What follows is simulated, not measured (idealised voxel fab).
This is a process module. Its name is voxel tone inversion.
Cross-section cut: width 290 nm, square cells of 5 nm.
Reading order for cross-sections: top band down to bottom band. Underlying form: a grid of square cells. Band size: one or more rows of cells.
For a band, the entry starts with two heights in nm, that of the top and then that of the bottom, and carries on with the band's materials in order from left to right, each alongside its width in nm; the word "edge to edge" beside a single material means it fills the band edge to edge, and "air" means empty space.
Counting heights begins at 0, where everything beneath is, in the wafer as received, one material. The lowest band has no bottom; it goes on downwards, as "0..down" shows.
Note: "30 to 40" means the width goes from the first number (top row of the band) to the second number (bottom row) in equal steps per row of cells.
Key: "no alterations made" - step with no changed cell in the cross-section.
Enclosed voids (no open way to top), threshold 8 cells or more, entry "Entrapped void list", notation width x height at distance, distance from left edge, nm.
Text after the settings on a step's line: the simulator's own remark on that step.
Steps that use a mask can have "overlay nm" on their line. It says how far the mask sat to the right of where it was meant to be. Negative means to the left.

PLANNED PROCESS STEPS
- 1: RECEIVE | material Si
- 2: CONFORMAL_DEP | material SiCN | thk nm 10
- 3: DIRECTIONAL_DEP | material polySi | thk nm 15
- 4: PATTERN | tone cover | mask id POSTS | material resist | width nm 25 | pitch nm 45 | thk nm 25 | overlay nm 0
- 5: DIRECTIONAL_ETCH | etch materials polySi | depth nm 15
- 6: STRIP | etch materials resist
- 7: FILL_DEP | material lowk | thk nm 5
- 8: CMP | height nm 25
- 9: STRIP | etch materials polySi

WAFER AS RECEIVED: CROSS-SECTION FOLLOWING STEP 1
    0..down  Si edge to edge
    Entrapped void list: none

THE CROSS-SECTION SHOWN CORRESPONDS TO THE WAFER AT THE CONCLUSION OF THE MODULE. THE INITIAL STRUCTURE AND THE PROCESS PLAN ARE THOSE PRESENTED ABOVE; HOWEVER, ONE MISTAKE OCCURRED IN EXECUTING THE PLAN
    25..10  lowk=60  air=25  lowk=20  air=25  lowk=20  air=25  lowk=20  air=25  lowk=70
    10..0  SiCN edge to edge
    0..down  Si edge to edge
    Entrapped void list: none
What went wrong in running the wafer? step 4 ran as: PATTERN | tone cover | mask id POSTS | material resist | width nm 25 | pitch nm 45 | thk nm 25 | overlay nm -5
